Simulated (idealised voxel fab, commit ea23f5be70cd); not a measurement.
voxel capacitor over wiring: a process module
The cross-section on display is named cut; it measures 170 nm wide, and its cells are 5 nm squares.
Square cells in a grid make up a cross-section in this document, and the grid is given as bands, listed from the top down, each one or more rows of cells. What a band's entry tells you: where the top is and where the bottom is, as heights in nm, and after that what lies inside, material by material from left to right, each with its width in nm. Empty space is written as the word "air", and a single material marked with the word "all across" occupies the band from edge to edge. Heads up on the height convention: 0 is the point under which the incoming wafer is all one material, and the lowest band has no bottom, it just keeps going down, like "0 and below". Graded width ("30 to 40"): value in top row of band = first number; value in bottom row = second number; row-to-row change constant. The cross-section has no changed cell in any step marked "remained the same". Heads up: "Internal closed voids" only lists the empty pockets with no open path to the top that are 8 cells or more, and it writes them as width x height at distance, distance from the left edge, in nm. On a step's line, text after the settings is the simulator commenting on that step. Steps that use a mask can have "overlay nm" on their line. It says how far the mask sat to the right of where it was meant to be. Negative means to the left.
Process steps (planned):
step 1: RECEIVE,material Si
step 2: CONFORMAL_DEP,material SiO2,thk nm 10
step 3: DIRECTIONAL_DEP,material TiN,thk nm 5
step 4: DIRECTIONAL_DEP,material Ru,thk nm 15
step 5: DIRECTIONAL_DEP,material aC,thk nm 15
step 6: PATTERN,tone cover,mask id METAL_1,material resist,width nm 20,pitch nm 80,thk nm 35,overlay nm 0
step 7: DIRECTIONAL_ETCH,etch materials aC,depth nm 15
step 8: STRIP,etch materials resist
step 9: DIRECTIONAL_ETCH,etch materials Ru,depth nm 15
step 10: DIRECTIONAL_ETCH,etch materials TiN,depth nm 5
step 11: STRIP,etch materials aC
step 12: FILL_DEP,material SiO2,thk nm 10
step 13: CMP,height nm 30
step 14: CONFORMAL_DEP,material SiCN,thk nm 5
step 15: DIRECTIONAL_DEP,material lowk,thk nm 15
step 16: DIRECTIONAL_DEP,material aC,thk nm 15
step 17: PATTERN,tone open,mask id PLUG_1,material resist,width nm 15,thk nm 30,overlay nm 0
step 18: DIRECTIONAL_ETCH,etch materials aC,depth nm 15
step 19: STRIP,etch materials resist
step 20: DIRECTIONAL_ETCH,etch materials lowk,depth nm 15
step 21: DIRECTIONAL_ETCH,etch materials SiCN,depth nm 5
step 22: STRIP,etch materials aC
step 23: CONFORMAL_DEP,material TiN,thk nm 5
step 24: FILL_DEP,material W,thk nm 5
step 25: CMP,height nm 50
step 26: DIRECTIONAL_DEP,material TiN,thk nm 10
step 27: DIRECTIONAL_DEP,material SiN,thk nm 5
step 28: DIRECTIONAL_DEP,material TiN,thk nm 10
step 29: MASKED_ETCH,tone cover,mask id UPPER_PLATE,width nm 65,etch materials TiN,depth nm 10,overlay nm 0
step 30: MASKED_ETCH,tone cover,mask id UPPER_PLATE,width nm 65,etch materials SiN,depth nm 5,overlay nm 0
step 31: PATTERN,tone cover,mask id LOWER_PLATE,material resist,width nm 75,thk nm 20,overlay nm 0
step 32: DIRECTIONAL_ETCH,etch materials TiN,depth nm 10
step 33: STRIP,etch materials resist
step 34: FILL_DEP,material SiO2,thk nm 15
step 35: CMP,height nm 85
step 36: DIRECTIONAL_DEP,material aC,thk nm 15
step 37: PATTERN,tone open,mask id PLUG_2,material resist,width nm 15,thk nm 30,overlay nm 0
step 38: DIRECTIONAL_ETCH,etch materials aC,depth nm 15
step 39: STRIP,etch materials resist
step 40: DIRECTIONAL_ETCH,etch materials SiO2,depth nm 10
step 41: STRIP,etch materials aC
step 42: CONFORMAL_DEP,material TiN,thk nm 5
step 43: FILL_DEP,material Cu,thk nm 5
step 44: CMP,height nm 85
step 45: CONFORMAL_DEP,material SiN,thk nm 5
First wafer out of two, processed as planned:
This is the cross-section of the wafer as we received it, i.e. after step 1:
    0 and below = Si all across
    Internal closed voids: none
Once step 2 is through, the wafer looks like this in cross-section:
    10 down to 0 = SiO2 all across
    Everything under 0 stays put, no change at all.
Once step 3 is through, the wafer looks like this in cross-section:
    15 down to 10 = TiN all across
    Everything under 10 stays put, no change at all.
Once step 4 is through, the wafer looks like this in cross-section:
    30 down to 15 = Ru all across
    Everything under 15 stays put, no change at all.
Once step 5 is through, the wafer looks like this in cross-section:
    45 down to 30 = aC all across
    Everything under 30 stays put, no change at all.
Once step 6 is through, the wafer looks like this in cross-section:
    80 down to 45 = air 35 | resist 20 | air 60 | resist 20 | air 35
    Everything under 45 stays put, no change at all.
Once step 7 is through, the wafer looks like this in cross-section:
    65 down to 45 = air 35 | resist 20 | air 60 | resist 20 | air 35
    45 down to 30 = air 35 | aC 20 | air 60 | aC 20 | air 35
    Everything under 30 stays put, no change at all.
Once step 8 is through, the wafer looks like this in cross-section:
    45 down to 30 = air 35 | aC 20 | air 60 | aC 20 | air 35
    Everything under 30 stays put, no change at all.
Once step 9 is through, the wafer looks like this in cross-section:
    45 down to 30 = air 35 | aC 20 | air 60 | aC 20 | air 35
    30 down to 15 = air 35 | Ru 20 | air 60 | Ru 20 | air 35
    Everything under 15 stays put, no change at all.
Once step 10 is through, the wafer looks like this in cross-section:
    45 down to 30 = air 35 | aC 20 | air 60 | aC 20 | air 35
    30 down to 15 = air 35 | Ru 20 | air 60 | Ru 20 | air 35
    15 down to 10 = air 35 | TiN 20 | air 60 | TiN 20 | air 35
    Everything under 10 stays put, no change at all.
Once step 11 is through, the wafer looks like this in cross-section:
    30 down to 15 = air 35 | Ru 20 | air 60 | Ru 20 | air 35
    Everything under 15 stays put, no change at all.
Once step 12 is through, the wafer looks like this in cross-section:
    40 down to 30 = SiO2 all across
    30 down to 15 = SiO2 35 | Ru 20 | SiO2 60 | Ru 20 | SiO2 35
    15 down to 10 = SiO2 35 | TiN 20 | SiO2 60 | TiN 20 | SiO2 35
    Everything under 10 stays put, no change at all.
Once step 13 is through, the wafer looks like this in cross-section:
    30 down to 15 = SiO2 35 | Ru 20 | SiO2 60 | Ru 20 | SiO2 35
    Everything under 15 stays put, no change at all.
Once step 14 is through, the wafer looks like this in cross-section:
    35 down to 30 = SiCN all across
    Everything under 30 stays put, no change at all.
Once step 15 is through, the wafer looks like this in cross-section:
    50 down to 35 = lowk all across
    Everything under 35 stays put, no change at all.
Once step 16 is through, the wafer looks like this in cross-section:
    65 down to 50 = aC all across
    Everything under 50 stays put, no change at all.
Once step 17 is through, the wafer looks like this in cross-section:
    95 down to 65 = resist 40 | air 15 | resist 115
    Everything under 65 stays put, no change at all.
Once step 18 is through, the wafer looks like this in cross-section:
    80 down to 65 = resist 40 | air 15 | resist 115
    65 down to 50 = aC 40 | air 15 | aC 115
    Everything under 50 stays put, no change at all.
Once step 19 is through, the wafer looks like this in cross-section:
    65 down to 50 = aC 40 | air 15 | aC 115
    Everything under 50 stays put, no change at all.
Once step 20 is through, the wafer looks like this in cross-section:
    65 down to 50 = aC 40 | air 15 | aC 115
    50 down to 35 = lowk 40 | air 15 | lowk 115
    Everything under 35 stays put, no change at all.
Once step 21 is through, the wafer looks like this in cross-section:
    65 down to 50 = aC 40 | air 15 | aC 115
    50 down to 35 = lowk 40 | air 15 | lowk 115
    35 down to 30 = SiCN 40 | air 15 | SiCN 115
    Everything under 30 stays put, no change at all.
Once step 22 is through, the wafer looks like this in cross-section:
    50 down to 35 = lowk 40 | air 15 | lowk 115
    Everything under 35 stays put, no change at all.
Once step 23 is through, the wafer looks like this in cross-section:
    55 down to 50 = TiN 45 | air 5 | TiN 120
    50 down to 35 = lowk 40 | TiN 5 | air 5 | TiN 5 | lowk 115
    35 down to 30 = SiCN 40 | TiN 15 | SiCN 115
    Everything under 30 stays put, no change at all.
Once step 24 is through, the wafer looks like this in cross-section:
    60 down to 55 = W all across
    55 down to 50 = TiN 45 | W 5 | TiN 120
    50 down to 35 = lowk 40 | TiN 5 | W 5 | TiN 5 | lowk 115
    Everything under 35 stays put, no change at all.
Once step 25 is through, the wafer looks like this in cross-section:
    50 down to 35 = lowk 40 | TiN 5 | W 5 | TiN 5 | lowk 115
    Everything under 35 stays put, no change at all.
Once step 26 is through, the wafer looks like this in cross-section:
    60 down to 50 = TiN all across
    Everything under 50 stays put, no change at all.
Once step 27 is through, the wafer looks like this in cross-section:
    65 down to 60 = SiN all across
    Everything under 60 stays put, no change at all.
Once step 28 is through, the wafer looks like this in cross-section:
    75 down to 65 = TiN all across
    Everything under 65 stays put, no change at all.
Once step 29 is through, the wafer looks like this in cross-section:
    75 down to 65 = air 40 | TiN 65 | air 65
    Everything under 65 stays put, no change at all.
Once step 30 is through, the wafer looks like this in cross-section:
    75 down to 65 = air 40 | TiN 65 | air 65
    65 down to 60 = air 40 | SiN 65 | air 65
    Everything under 60 stays put, no change at all.
Once step 31 is through, the wafer looks like this in cross-section:
    95 down to 75 = air 35 | resist 75 | air 60
    75 down to 65 = air 35 | resist 5 | TiN 65 | resist 5 | air 60
    65 down to 60 = air 35 | resist 5 | SiN 65 | resist 5 | air 60
    Everything under 60 stays put, no change at all.
Once step 32 is through, the wafer looks like this in cross-section:
    95 down to 75 = air 35 | resist 75 | air 60
    75 down to 65 = air 35 | resist 5 | TiN 65 | resist 5 | air 60
    65 down to 60 = air 35 | resist 5 | SiN 65 | resist 5 | air 60
    60 down to 50 = air 35 | TiN 75 | air 60
    Everything under 50 stays put, no change at all.
Once step 33 is through, the wafer looks like this in cross-section:
    75 down to 65 = air 40 | TiN 65 | air 65
    65 down to 60 = air 40 | SiN 65 | air 65
    Everything under 60 stays put, no change at all.
Once step 34 is through, the wafer looks like this in cross-section:
    90 down to 75 = SiO2 all across
    75 down to 65 = SiO2 40 | TiN 65 | SiO2 65
    65 down to 60 = SiO2 40 | SiN 65 | SiO2 65
    60 down to 50 = SiO2 35 | TiN 75 | SiO2 60
    Everything under 50 stays put, no change at all.
Once step 35 is through, the wafer looks like this in cross-section:
    85 down to 75 = SiO2 all across
    Everything under 75 stays put, no change at all.
Once step 36 is through, the wafer looks like this in cross-section:
    100 down to 85 = aC all across
    Everything under 85 stays put, no change at all.
Once step 37 is through, the wafer looks like this in cross-section:
    130 down to 100 = resist 50 | air 15 | resist 105
    Everything under 100 stays put, no change at all.
Once step 38 is through, the wafer looks like this in cross-section:
    115 down to 100 = resist 50 | air 15 | resist 105
    100 down to 85 = aC 50 | air 15 | aC 105
    Everything under 85 stays put, no change at all.
Once step 39 is through, the wafer looks like this in cross-section:
    100 down to 85 = aC 50 | air 15 | aC 105
    Everything under 85 stays put, no change at all.
Once step 40 is through, the wafer looks like this in cross-section:
    100 down to 85 = aC 50 | air 15 | aC 105
    85 down to 75 = SiO2 50 | air 15 | SiO2 105
    Everything under 75 stays put, no change at all.
Once step 41 is through, the wafer looks like this in cross-section:
    85 down to 75 = SiO2 50 | air 15 | SiO2 105
    Everything under 75 stays put, no change at all.
Once step 42 is through, the wafer looks like this in cross-section:
    90 down to 85 = TiN 55 | air 5 | TiN 110
    85 down to 80 = SiO2 50 | TiN 5 | air 5 | TiN 5 | SiO2 105
    80 down to 75 = SiO2 50 | TiN 15 | SiO2 105
    Everything under 75 stays put, no change at all.
Once step 43 is through, the wafer looks like this in cross-section:
    95 down to 90 = Cu all across
    90 down to 85 = TiN 55 | Cu 5 | TiN 110
    85 down to 80 = SiO2 50 | TiN 5 | Cu 5 | TiN 5 | SiO2 105
    Everything under 80 stays put, no change at all.
Once step 44 is through, the wafer looks like this in cross-section:
    85 down to 80 = SiO2 50 | TiN 5 | Cu 5 | TiN 5 | SiO2 105
    Everything under 80 stays put, no change at all.
Once step 45 is through, the wafer looks like this in cross-section:
    90 down to 85 = SiN all across
    Everything under 85 stays put, no change at all.
Wafer two. Same start, same plan, one slip in execution. Same as wafer one through step 26, inclusive:
Cross-section of the second wafer at the time step 27 of the plan should have ended: remained the same
Cross-section of the second wafer at the time step 28 of the plan should have ended:
    70 down to 50 = TiN all across
    Everything under 50 stays put, no change at all.
Cross-section of the second wafer at the time step 29 of the plan should have ended:
    70 down to 60 = air 40 | TiN 65 | air 65
    Everything under 60 stays put, no change at all.
Cross-section of the second wafer at the time step 30 of the plan should have ended: remained the same
Cross-section of the second wafer at the time step 31 of the plan should have ended:
    90 down to 70 = air 35 | resist 75 | air 60
    70 down to 60 = air 35 | resist 5 | TiN 65 | resist 5 | air 60
    Everything under 60 stays put, no change at all.
Cross-section of the second wafer at the time step 32 of the plan should have ended:
    90 down to 70 = air 35 | resist 75 | air 60
    70 down to 60 = air 35 | resist 5 | TiN 65 | resist 5 | air 60
    60 down to 50 = air 35 | TiN 75 | air 60
    Everything under 50 stays put, no change at all.
Cross-section of the second wafer at the time step 33 of the plan should have ended:
    70 down to 60 = air 40 | TiN 65 | air 65
    Everything under 60 stays put, no change at all.
Cross-section of the second wafer at the time step 34 of the plan should have ended:
    85 down to 70 = SiO2 all across
    70 down to 60 = SiO2 40 | TiN 65 | SiO2 65
    60 down to 50 = SiO2 35 | TiN 75 | SiO2 60
    Everything under 50 stays put, no change at all.
Cross-section of the second wafer at the time step 35 of the plan should have ended: remained the same
Cross-section of the second wafer at the time step 36 of the plan should have ended:
    100 down to 85 = aC all across
    Everything under 85 stays put, no change at all.
Cross-section of the second wafer at the time step 37 of the plan should have ended:
    130 down to 100 = resist 50 | air 15 | resist 105
    Everything under 100 stays put, no change at all.
Cross-section of the second wafer at the time step 38 of the plan should have ended:
    115 down to 100 = resist 50 | air 15 | resist 105
    100 down to 85 = aC 50 | air 15 | aC 105
    Everything under 85 stays put, no change at all.
Cross-section of the second wafer at the time step 39 of the plan should have ended:
    100 down to 85 = aC 50 | air 15 | aC 105
    Everything under 85 stays put, no change at all.
Cross-section of the second wafer at the time step 40 of the plan should have ended:
    100 down to 85 = aC 50 | air 15 | aC 105
    85 down to 75 = SiO2 50 | air 15 | SiO2 105
    Everything under 75 stays put, no change at all.
Cross-section of the second wafer at the time step 41 of the plan should have ended:
    85 down to 75 = SiO2 50 | air 15 | SiO2 105
    Everything under 75 stays put, no change at all.
Cross-section of the second wafer at the time step 42 of the plan should have ended:
    90 down to 85 = TiN 55 | air 5 | TiN 110
    85 down to 80 = SiO2 50 | TiN 5 | air 5 | TiN 5 | SiO2 105
    80 down to 75 = SiO2 50 | TiN 15 | SiO2 105
    Everything under 75 stays put, no change at all.
Cross-section of the second wafer at the time step 43 of the plan should have ended:
    95 down to 90 = Cu all across
    90 down to 85 = TiN 55 | Cu 5 | TiN 110
    85 down to 80 = SiO2 50 | TiN 5 | Cu 5 | TiN 5 | SiO2 105
    Everything under 80 stays put, no change at all.
Cross-section of the second wafer at the time step 44 of the plan should have ended:
    85 down to 80 = SiO2 50 | TiN 5 | Cu 5 | TiN 5 | SiO2 105
    Everything under 80 stays put, no change at all.
Cross-section of the second wafer at the time step 45 of the plan should have ended:
    90 down to 85 = SiN all across
    Everything under 85 stays put, no change at all.
Which mistake was made when the wafer was run? step 27 of the plan was jumped over and never run
At the finish, the second wafer shows more or fewer cells for some materials than the first does: 13 fewer of SiN, 13 more of SiO2
